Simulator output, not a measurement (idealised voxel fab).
Process module, titled voxel self aligned contacts
Cross-sectional view cut (width: 145 nm; square cell size: 5 nm).
In what follows, cross-sections appear as grids of square cells, described through bands that run from the top down, where every band is one or more rows of cells.
The band entry comprises the height of the band's top followed by the height of its bottom, expressed in nm, and subsequently the band's materials from left to right, each stated together with its width in nm. Where a single material is marked with the word "throughout", that material fills the band from edge to edge. The word "empty" represents empty space.
Heights are reckoned from 0. Under this level, the received wafer is all of one material. The bottommost band is open-ended downward, for example "z 0 and below".
A width such as "30..40" changes by the same amount from each row of cells to the next, from the band's top row to its bottom row.
For the purposes of this document, the phrase "all unchanged" attached to a step denotes that no cell within the cross-section was modified by that step.
Heads up: "Closed internal voids" only lists the empty pockets with no open path to the top that are 8 cells or more, and it writes them as width x height at distance, distance from the left edge, in nm.
Post-settings text on a step line: simulator's own remark regarding the step.
The setting "overlay nm" may be written on the line of a step. When the step uses a mask, the value reports how far to the right of the planned place the mask lay, and a negative value reports that it lay to the left.

PROCESS STEPS (PLANNED)
1 RECEIVE, material Si
2 CONFORMAL_DEP, material SiO2, thk nm 5
3 DIRECTIONAL_DEP, material polySi, thk nm 20
4 DIRECTIONAL_DEP, material SiN, thk nm 25
5 PATTERN, tone cover, mask id GATE, material resist, width nm 30, pitch nm 70, thk nm 15, overlay nm 0
6 DIRECTIONAL_ETCH, etch materials SiN, depth nm 25
7 DIRECTIONAL_ETCH, etch materials polySi, depth nm 20
8 STRIP, etch materials resist
9 CONFORMAL_DEP, material SiN, thk nm 10
10 DIRECTIONAL_ETCH, etch materials SiN, depth nm 10
11 FILL_DEP, material SiO2, thk nm 15
12 CMP, height nm 55
13 MASKED_ETCH, tone open, mask id CONTACT, width nm 50, etch materials SiO2, depth nm 55, overlay nm 0
14 CONFORMAL_DEP, material TiN, thk nm 5
15 FILL_DEP, material W, thk nm 10
16 CMP, height nm 55
17 CONFORMAL_DEP, material SiCN, thk nm 5

ON THE FIRST OF THE TWO WAFERS: RUN CONDUCTED ACCORDING TO PLAN

CROSS-SECTION OF THE WAFER UPON ARRIVAL, REPRESENTING THE STATE REACHED AFTER STEP 1
    z 0 and below  Si throughout
    Closed internal voids: none

CROSS-SECTION: WAFER STATE AFTER STEP 2
    z 5 to 0  SiO2 throughout
    Rest of section, below 0: as before.

CROSS-SECTION: WAFER STATE AFTER STEP 3
    z 25 to 5  polySi throughout
    Rest of section, below 5: as before.

CROSS-SECTION: WAFER STATE AFTER STEP 4
    z 50 to 25  SiN throughout
    Rest of section, below 25: as before.

CROSS-SECTION: WAFER STATE AFTER STEP 5
    z 65 to 50  empty 20 nm / resist 30 nm / empty 40 nm / resist 30 nm / empty 25 nm
    Rest of section, below 50: as before.

CROSS-SECTION: WAFER STATE AFTER STEP 6
    z 65 to 50  empty 20 nm / resist 30 nm / empty 40 nm / resist 30 nm / empty 25 nm
    z 50 to 25  empty 20 nm / SiN 30 nm / empty 40 nm / SiN 30 nm / empty 25 nm
    Rest of section, below 25: as before.

CROSS-SECTION: WAFER STATE AFTER STEP 7
    z 65 to 50  empty 20 nm / resist 30 nm / empty 40 nm / resist 30 nm / empty 25 nm
    z 50 to 25  empty 20 nm / SiN 30 nm / empty 40 nm / SiN 30 nm / empty 25 nm
    z 25 to 5  empty 20 nm / polySi 30 nm / empty 40 nm / polySi 30 nm / empty 25 nm
    Rest of section, below 5: as before.

CROSS-SECTION: WAFER STATE AFTER STEP 8
    z 50 to 25  empty 20 nm / SiN 30 nm / empty 40 nm / SiN 30 nm / empty 25 nm
    Rest of section, below 25: as before.

CROSS-SECTION: WAFER STATE AFTER STEP 9
    z 60 to 25  empty 10 nm / SiN 50 nm / empty 20 nm / SiN 50 nm / empty 15 nm
    z 25 to 15  empty 10 nm / SiN 10 nm / polySi 30 nm / SiN 10 nm / empty 20 nm / SiN 10 nm / polySi 30 nm / SiN 10 nm / empty 15 nm
    z 15 to 5  SiN 20 nm / polySi 30 nm / SiN 40 nm / polySi 30 nm / SiN 25 nm
    Rest of section, below 5: as before.

CROSS-SECTION: WAFER STATE AFTER STEP 10
    z 50 to 25  empty 10 nm / SiN 50 nm / empty 20 nm / SiN 50 nm / empty 15 nm
    z 25 to 5  empty 10 nm / SiN 10 nm / polySi 30 nm / SiN 10 nm / empty 20 nm / SiN 10 nm / polySi 30 nm / SiN 10 nm / empty 15 nm
    Rest of section, below 5: as before.

CROSS-SECTION: WAFER STATE AFTER STEP 11
    z 65 to 50  SiO2 throughout
    z 50 to 25  SiO2 10 nm / SiN 50 nm / SiO2 20 nm / SiN 50 nm / SiO2 15 nm
    z 25 to 5  SiO2 10 nm / SiN 10 nm / polySi 30 nm / SiN 10 nm / SiO2 20 nm / SiN 10 nm / polySi 30 nm / SiN 10 nm / SiO2 15 nm
    Rest of section, below 5: as before.

CROSS-SECTION: WAFER STATE AFTER STEP 12
    z 55 to 50  SiO2 throughout
    Rest of section, below 50: as before.

CROSS-SECTION: WAFER STATE AFTER STEP 13
    z 55 to 50  SiO2 45 nm / empty 50 nm / SiO2 50 nm
    z 50 to 25  SiO2 10 nm / SiN 50 nm / empty 20 nm / SiN 50 nm / SiO2 15 nm
    z 25 to 5  SiO2 10 nm / SiN 10 nm / polySi 30 nm / SiN 10 nm / empty 20 nm / SiN 10 nm / polySi 30 nm / SiN 10 nm / SiO2 15 nm
    z 5 to 0  SiO2 60 nm / empty 20 nm / SiO2 65 nm
    Rest of section, below 0: as before.

CROSS-SECTION: WAFER STATE AFTER STEP 14
    z 60 to 55  TiN 50 nm / empty 40 nm / TiN 55 nm
    z 55 to 50  SiO2 45 nm / TiN 20 nm / empty 10 nm / TiN 20 nm / SiO2 50 nm
    z 50 to 25  SiO2 10 nm / SiN 50 nm / TiN 5 nm / empty 10 nm / TiN 5 nm / SiN 50 nm / SiO2 15 nm
    z 25 to 5  SiO2 10 nm / SiN 10 nm / polySi 30 nm / SiN 10 nm / TiN 5 nm / empty 10 nm / TiN 5 nm / SiN 10 nm / polySi 30 nm / SiN 10 nm / SiO2 15 nm
    z 5 to 0  SiO2 60 nm / TiN 20 nm / SiO2 65 nm
    Rest of section, below 0: as before.

CROSS-SECTION: WAFER STATE AFTER STEP 15
    z 70 to 60  W throughout
    z 60 to 55  TiN 50 nm / W 40 nm / TiN 55 nm
    z 55 to 50  SiO2 45 nm / TiN 20 nm / W 10 nm / TiN 20 nm / SiO2 50 nm
    z 50 to 25  SiO2 10 nm / SiN 50 nm / TiN 5 nm / W 10 nm / TiN 5 nm / SiN 50 nm / SiO2 15 nm
    z 25 to 5  SiO2 10 nm / SiN 10 nm / polySi 30 nm / SiN 10 nm / TiN 5 nm / W 10 nm / TiN 5 nm / SiN 10 nm / polySi 30 nm / SiN 10 nm / SiO2 15 nm
    Rest of section, below 5: as before.

CROSS-SECTION: WAFER STATE AFTER STEP 16
    z 55 to 50  SiO2 45 nm / TiN 20 nm / W 10 nm / TiN 20 nm / SiO2 50 nm
    Rest of section, below 50: as before.

CROSS-SECTION: WAFER STATE AFTER STEP 17
    z 60 to 55  SiCN throughout
    Rest of section, below 55: as before.

HERE THE SECOND WAFER IS DESCRIBED. ITS START AND ITS PLAN WERE THOSE OF THE FIRST WAFER. ITS RUN CONTAINED ONE MISTAKE. UP TO AND INCLUDING STEP 12, IT DID EXACTLY WHAT THE FIRST WAFER DID

HERE IS THE SECOND WAFER IN CROSS-SECTION AT THE POINT WHERE STEP 13 OF THE PLAN SHOULD HAVE BEEN DONE
    z 55 to 50  empty 45 nm / SiO2 50 nm / empty 50 nm
    z 50 to 25  empty 10 nm / SiN 50 nm / SiO2 20 nm / SiN 50 nm / empty 15 nm
    z 25 to 5  empty 10 nm / SiN 10 nm / polySi 30 nm / SiN 10 nm / SiO2 20 nm / SiN 10 nm / polySi 30 nm / SiN 10 nm / empty 15 nm
    z 5 to 0  empty 10 nm / SiO2 120 nm / empty 15 nm
    Rest of section, below 0: as before.

HERE IS THE SECOND WAFER IN CROSS-SECTION AT THE POINT WHERE STEP 14 OF THE PLAN SHOULD HAVE BEEN DONE
    z 60 to 55  empty 40 nm / TiN 60 nm / empty 45 nm
    z 55 to 50  empty 5 nm / TiN 40 nm / SiO2 50 nm / TiN 40 nm / empty 10 nm
    z 50 to 25  empty 5 nm / TiN 5 nm / SiN 50 nm / SiO2 20 nm / SiN 50 nm / TiN 5 nm / empty 10 nm
    z 25 to 5  empty 5 nm / TiN 5 nm / SiN 10 nm / polySi 30 nm / SiN 10 nm / SiO2 20 nm / SiN 10 nm / polySi 30 nm / SiN 10 nm / TiN 5 nm / empty 10 nm
    z 5 to 0  TiN 10 nm / SiO2 120 nm / TiN 15 nm
    Rest of section, below 0: as before.

HERE IS THE SECOND WAFER IN CROSS-SECTION AT THE POINT WHERE STEP 15 OF THE PLAN SHOULD HAVE BEEN DONE
    z 70 to 60  W throughout
    z 60 to 55  W 40 nm / TiN 60 nm / W 45 nm
    z 55 to 50  W 5 nm / TiN 40 nm / SiO2 50 nm / TiN 40 nm / W 10 nm
    z 50 to 25  W 5 nm / TiN 5 nm / SiN 50 nm / SiO2 20 nm / SiN 50 nm / TiN 5 nm / W 10 nm
    z 25 to 5  W 5 nm / TiN 5 nm / SiN 10 nm / polySi 30 nm / SiN 10 nm / SiO2 20 nm / SiN 10 nm / polySi 30 nm / SiN 10 nm / TiN 5 nm / W 10 nm
    Rest of section, below 5: as before.

HERE IS THE SECOND WAFER IN CROSS-SECTION AT THE POINT WHERE STEP 16 OF THE PLAN SHOULD HAVE BEEN DONE
    z 55 to 50  W 5 nm / TiN 40 nm / SiO2 50 nm / TiN 40 nm / W 10 nm
    Rest of section, below 50: as before.

HERE IS THE SECOND WAFER IN CROSS-SECTION AT THE POINT WHERE STEP 17 OF THE PLAN SHOULD HAVE BEEN DONE
    z 60 to 55  SiCN throughout
    Rest of section, below 55: as before.
Error vs. plan: step 13 was run on a setting that differed from the plan, and what really ran there is MASKED_ETCH, tone cover, mask id CONTACT, width nm 50, etch materials SiO2, depth nm 55, overlay nm 0
Final comparison by cell count, materials where the second wafer has more or fewer than the first: SiO2: 19 fewer | TiN: 9 more | W: 10 more
